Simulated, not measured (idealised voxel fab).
The following is a process module called voxel double patterning.
cross-section cut | 195 nm wide | cells 5 nm
Cross-section, as written here: a square-cell grid given band by band from the top down, where a band holds one or more rows of cells.
Heights first: top, then bottom, in nm. Then materials, left to right, each with a width in nm. "everywhere" on a single material: fills the band edge to edge. "air": empty space.
Ref level 0: as-received wafer is one material below here. Bottom band extends down with no lower bound ("top 0, no bottom").
Graded width ("30->40"): value in top row of band = first number; value in bottom row = second number; row-to-row change constant.
"everything unchanged" -> step changed no cross-section cell.
In the "Sealed void list" entry, you get each enclosed empty space of 8 cells or more, one with no open way to the top, written width x height at distance, distance from the left edge, in nm.
Whatever follows a step's settings on its line is a remark the simulator itself makes about that step.
overlay nm: where the mask lay relative to plan, measured to the right, on steps with a mask; negatives go left.
Set out below are the planned steps of the process
1: RECEIVE with material Si
2: CONFORMAL_DEP with material SiO2, thk nm 5
3: DIRECTIONAL_DEP with material polySi, thk nm 20
4: DIRECTIONAL_DEP with material SiN, thk nm 5
5: DIRECTIONAL_DEP with material aC, thk nm 10
6: PATTERN with tone open, mask id FIRST, material resist, width nm 15, pitch nm 50, thk nm 30, overlay nm 0
7: DIRECTIONAL_ETCH with etch materials aC, depth nm 10
8: STRIP with etch materials resist
9: DIRECTIONAL_ETCH with etch materials SiN, depth nm 5
10: STRIP with etch materials aC
11: PATTERN with tone open, mask id SECOND, material resist, width nm 15, thk nm 20, overlay nm 0
12: DIRECTIONAL_ETCH with etch materials SiN, depth nm 5
13: STRIP with etch materials resist
14: DIRECTIONAL_ETCH with etch materials polySi, depth nm 20
15: STRIP with etch materials SiN
Wafer cross-section on receipt, i.e. after step 1
    top 0, no bottom  Si everywhere
    Sealed void list: none
first wafer at the end, as planned
    top 25, bottom 5  polySi 65 nm  air 15 nm  polySi 10 nm  air 15 nm  polySi 10 nm  air 15 nm  polySi 65 nm
    top 5, bottom 0  SiO2 everywhere
    top 0, no bottom  Si everywhere
    Sealed void list: none
What the second wafer looks like in cross-section once the module is done. Its start and its plan matched the first wafer's exactly; what differed was one mistake in how it was run
    top 25, bottom 5  polySi 65 nm  air 30 nm  polySi 20 nm  air 15 nm  polySi 65 nm
    top 5, bottom 0  SiO2 everywhere
    top 0, no bottom  Si everywhere
    Sealed void list: none
Against the plan, the run slipped here: step 11: run off-plan, actual operation and settings PATTERN with tone open, mask id SECOND, material resist, width nm 15, thk nm 20, overlay nm -10
Upon completion, the cell count for each material on the second wafer equals that on the first, whereas the spatial distribution of those cells differs.
